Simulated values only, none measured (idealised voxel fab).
process module | voxel self aligned vias
cross-section cut | 280 nm wide | cells 5 nm
A cross-section is a grid of square cells, given in bands from the top down. A band is one or more rows of cells.
Each band's line starts with the height of the band's top and of its bottom, in nm. Then come its materials from left to right, each with its width in nm. One material with "throughout" fills the band from edge to edge. "air" is empty space.
Height 0 is the level under which the wafer as received is all one material. The lowest band goes on downwards, as in "0 down".
A width such as "30 to 40" changes by the same amount from each row of cells to the next, from the band's top row to its bottom row.
"no change" after a step means that no cell of the cross-section changed.
closed voids: empty space of 8 cells or more with no open way to the top, each as width x height at its distance from the left edge, in nm
after a step's settings: what the simulator itself notes on the step
overlay nm, on a step with a mask: how far to the right of its planned place the mask lay; to the left if negative
plan
1 op RECEIVE | material Si
2 op CONFORMAL_DEP | material SiO2 | thk nm 10
3 op CONFORMAL_DEP | material SiCN | thk nm 5
4 op DIRECTIONAL_DEP | material lowk | thk nm 25
5 op MASKED_ETCH | tone open | mask id LINES | width nm 20 | pitch nm 50 | etch materials lowk | depth nm 25 | overlay nm 0
6 op CONFORMAL_DEP | material TiN | thk nm 5
7 op FILL_DEP | material Ru | thk nm 10
8 op CMP | height nm 40
9 op SELECTIVE_ETCH | etch materials W Ru TiN | depth nm 5
10 op FILL_DEP | material SiN | thk nm 5
11 op CMP | height nm 40
12 op DIRECTIONAL_DEP | material lowk | thk nm 20
13 op DIRECTIONAL_DEP | material aC | thk nm 15
14 op PATTERN | tone open | mask id VIAS | material resist | width nm 30 | pitch nm 100 | thk nm 30 | overlay nm 0
15 op DIRECTIONAL_ETCH | etch materials aC | depth nm 15
16 op STRIP | etch materials resist
17 op DIRECTIONAL_ETCH | etch materials lowk | depth nm 20
18 op DIRECTIONAL_ETCH | etch materials SiN | depth nm 5
19 op STRIP | etch materials aC
20 op CONFORMAL_DEP | material TiN | thk nm 5
21 op FILL_DEP | material Ru | thk nm 5
22 op CMP | height nm 60
23 op CONFORMAL_DEP | material SiN | thk nm 5
first wafer, as planned
as received, after step 1
  0 down: Si throughout
  closed voids: none
after step 2
  10 to 0: SiO2 throughout
  below 0: unchanged
after step 3
  15 to 10: SiCN throughout
  below 10: unchanged
after step 4
  40 to 15: lowk throughout
  below 15: unchanged
after step 5
  40 to 15: lowk 80 | air 20 | lowk 30 | air 20 | lowk 30 | air 20 | lowk 80
  below 15: unchanged
after step 6
  45 to 40: TiN 85 | air 10 | TiN 40 | air 10 | TiN 40 | air 10 | TiN 85
  40 to 20: lowk 80 | TiN 5 | air 10 | TiN 5 | lowk 30 | TiN 5 | air 10 | TiN 5 | lowk 30 | TiN 5 | air 10 | TiN 5 | lowk 80
  20 to 15: lowk 80 | TiN 20 | lowk 30 | TiN 20 | lowk 30 | TiN 20 | lowk 80
  below 15: unchanged
after step 7
  55 to 45: Ru throughout
  45 to 40: TiN 85 | Ru 10 | TiN 40 | Ru 10 | TiN 40 | Ru 10 | TiN 85
  40 to 20: lowk 80 | TiN 5 | Ru 10 | TiN 5 | lowk 30 | TiN 5 | Ru 10 | TiN 5 | lowk 30 | TiN 5 | Ru 10 | TiN 5 | lowk 80
  below 20: unchanged
after step 8
  40 to 20: lowk 80 | TiN 5 | Ru 10 | TiN 5 | lowk 30 | TiN 5 | Ru 10 | TiN 5 | lowk 30 | TiN 5 | Ru 10 | TiN 5 | lowk 80
  below 20: unchanged
after step 9
  40 to 35: lowk 80 | air 20 | lowk 30 | air 20 | lowk 30 | air 20 | lowk 80
  below 35: unchanged
after step 10
  45 to 40: SiN throughout
  40 to 35: lowk 80 | SiN 20 | lowk 30 | SiN 20 | lowk 30 | SiN 20 | lowk 80
  below 35: unchanged
after step 11
  40 to 35: lowk 80 | SiN 20 | lowk 30 | SiN 20 | lowk 30 | SiN 20 | lowk 80
  below 35: unchanged
after step 12
  60 to 40: lowk throughout
  below 40: unchanged
after step 13
  75 to 60: aC throughout
  below 60: unchanged
after step 14
  105 to 75: resist 75 | air 30 | resist 70 | air 30 | resist 75
  below 75: unchanged
after step 15
  90 to 75: resist 75 | air 30 | resist 70 | air 30 | resist 75
  75 to 60: aC 75 | air 30 | aC 70 | air 30 | aC 75
  below 60: unchanged
after step 16
  75 to 60: aC 75 | air 30 | aC 70 | air 30 | aC 75
  below 60: unchanged
after step 17
  75 to 60: aC 75 | air 30 | aC 70 | air 30 | aC 75
  60 to 40: lowk 75 | air 30 | lowk 70 | air 30 | lowk 75
  below 40: unchanged
after step 18
  75 to 60: aC 75 | air 30 | aC 70 | air 30 | aC 75
  60 to 40: lowk 75 | air 30 | lowk 70 | air 30 | lowk 75
  40 to 35: lowk 80 | air 20 | lowk 30 | SiN 20 | lowk 30 | air 20 | lowk 80
  below 35: unchanged
after step 19
  60 to 40: lowk 75 | air 30 | lowk 70 | air 30 | lowk 75
  below 40: unchanged
after step 20
  65 to 60: TiN 80 | air 20 | TiN 80 | air 20 | TiN 80
  60 to 45: lowk 75 | TiN 5 | air 20 | TiN 5 | lowk 70 | TiN 5 | air 20 | TiN 5 | lowk 75
  45 to 40: lowk 75 | TiN 10 | air 10 | TiN 10 | lowk 70 | TiN 10 | air 10 | TiN 10 | lowk 75
  40 to 35: lowk 80 | TiN 20 | lowk 30 | SiN 20 | lowk 30 | TiN 20 | lowk 80
  below 35: unchanged
after step 21
  70 to 65: Ru throughout
  65 to 60: TiN 80 | Ru 20 | TiN 80 | Ru 20 | TiN 80
  60 to 45: lowk 75 | TiN 5 | Ru 20 | TiN 5 | lowk 70 | TiN 5 | Ru 20 | TiN 5 | lowk 75
  45 to 40: lowk 75 | TiN 10 | Ru 10 | TiN 10 | lowk 70 | TiN 10 | Ru 10 | TiN 10 | lowk 75
  below 40: unchanged
after step 22
  60 to 45: lowk 75 | TiN 5 | Ru 20 | TiN 5 | lowk 70 | TiN 5 | Ru 20 | TiN 5 | lowk 75
  below 45: unchanged
after step 23
  65 to 60: SiN throughout
  below 60: unchanged
second wafer: like start, like plan, one mistake. Through step 4 it matches the first wafer
when step 5 should have ended
  40 to 15: air 80 | lowk 20 | air 30 | lowk 20 | air 30 | lowk 20 | air 80
  below 15: unchanged
when step 6 should have ended
  45 to 40: air 75 | TiN 30 | air 20 | TiN 30 | air 20 | TiN 30 | air 75
  40 to 20: air 75 | TiN 5 | lowk 20 | TiN 5 | air 20 | TiN 5 | lowk 20 | TiN 5 | air 20 | TiN 5 | lowk 20 | TiN 5 | air 75
  20 to 15: TiN 80 | lowk 20 | TiN 30 | lowk 20 | TiN 30 | lowk 20 | TiN 80
  below 15: unchanged
when step 7 should have ended
  55 to 45: Ru throughout
  45 to 40: Ru 75 | TiN 30 | Ru 20 | TiN 30 | Ru 20 | TiN 30 | Ru 75
  40 to 20: Ru 75 | TiN 5 | lowk 20 | TiN 5 | Ru 20 | TiN 5 | lowk 20 | TiN 5 | Ru 20 | TiN 5 | lowk 20 | TiN 5 | Ru 75
  below 20: unchanged
when step 8 should have ended
  40 to 20: Ru 75 | TiN 5 | lowk 20 | TiN 5 | Ru 20 | TiN 5 | lowk 20 | TiN 5 | Ru 20 | TiN 5 | lowk 20 | TiN 5 | Ru 75
  below 20: unchanged
when step 9 should have ended
  40 to 35: air 80 | lowk 20 | air 30 | lowk 20 | air 30 | lowk 20 | air 80
  below 35: unchanged
when step 10 should have ended
  45 to 40: SiN throughout
  40 to 35: SiN 80 | lowk 20 | SiN 30 | lowk 20 | SiN 30 | lowk 20 | SiN 80
  below 35: unchanged
when step 11 should have ended
  40 to 35: SiN 80 | lowk 20 | SiN 30 | lowk 20 | SiN 30 | lowk 20 | SiN 80
  below 35: unchanged
when step 12 should have ended
  60 to 40: lowk throughout
  below 40: unchanged
when step 13 should have ended
  75 to 60: aC throughout
  below 60: unchanged
when step 14 should have ended
  105 to 75: resist 75 | air 30 | resist 70 | air 30 | resist 75
  below 75: unchanged
when step 15 should have ended
  90 to 75: resist 75 | air 30 | resist 70 | air 30 | resist 75
  75 to 60: aC 75 | air 30 | aC 70 | air 30 | aC 75
  below 60: unchanged
when step 16 should have ended
  75 to 60: aC 75 | air 30 | aC 70 | air 30 | aC 75
  below 60: unchanged
when step 17 should have ended
  75 to 60: aC 75 | air 30 | aC 70 | air 30 | aC 75
  60 to 40: lowk 75 | air 30 | lowk 70 | air 30 | lowk 75
  below 40: unchanged
when step 18 should have ended
  75 to 60: aC 75 | air 30 | aC 70 | air 30 | aC 75
  60 to 40: lowk 75 | air 30 | lowk 70 | air 30 | lowk 75
  40 to 35: SiN 75 | air 5 | lowk 20 | air 5 | SiN 25 | lowk 20 | SiN 25 | air 5 | lowk 20 | air 5 | SiN 75
  below 35: unchanged
when step 19 should have ended
  60 to 40: lowk 75 | air 30 | lowk 70 | air 30 | lowk 75
  below 40: unchanged
when step 20 should have ended
  65 to 60: TiN 80 | air 20 | TiN 80 | air 20 | TiN 80
  60 to 45: lowk 75 | TiN 5 | air 20 | TiN 5 | lowk 70 | TiN 5 | air 20 | TiN 5 | lowk 75
  45 to 40: lowk 75 | TiN 30 | lowk 70 | TiN 30 | lowk 75
  40 to 35: SiN 75 | TiN 5 | lowk 20 | TiN 5 | SiN 25 | lowk 20 | SiN 25 | TiN 5 | lowk 20 | TiN 5 | SiN 75
  below 35: unchanged
when step 21 should have ended
  70 to 65: Ru throughout
  65 to 60: TiN 80 | Ru 20 | TiN 80 | Ru 20 | TiN 80
  60 to 45: lowk 75 | TiN 5 | Ru 20 | TiN 5 | lowk 70 | TiN 5 | Ru 20 | TiN 5 | lowk 75
  below 45: unchanged
when step 22 should have ended
  60 to 45: lowk 75 | TiN 5 | Ru 20 | TiN 5 | lowk 70 | TiN 5 | Ru 20 | TiN 5 | lowk 75
  below 45: unchanged
when step 23 should have ended
  65 to 60: SiN throughout
  below 60: unchanged
what went wrong: step 5 ran as: op MASKED_ETCH | tone cover | mask id LINES | width nm 20 | pitch nm 50 | etch materials lowk | depth nm 25 | overlay nm 0
at the end the second wafer has, in cells: 92 more of Ru | 36 more of SiN | 32 more of TiN | 160 fewer of lowk
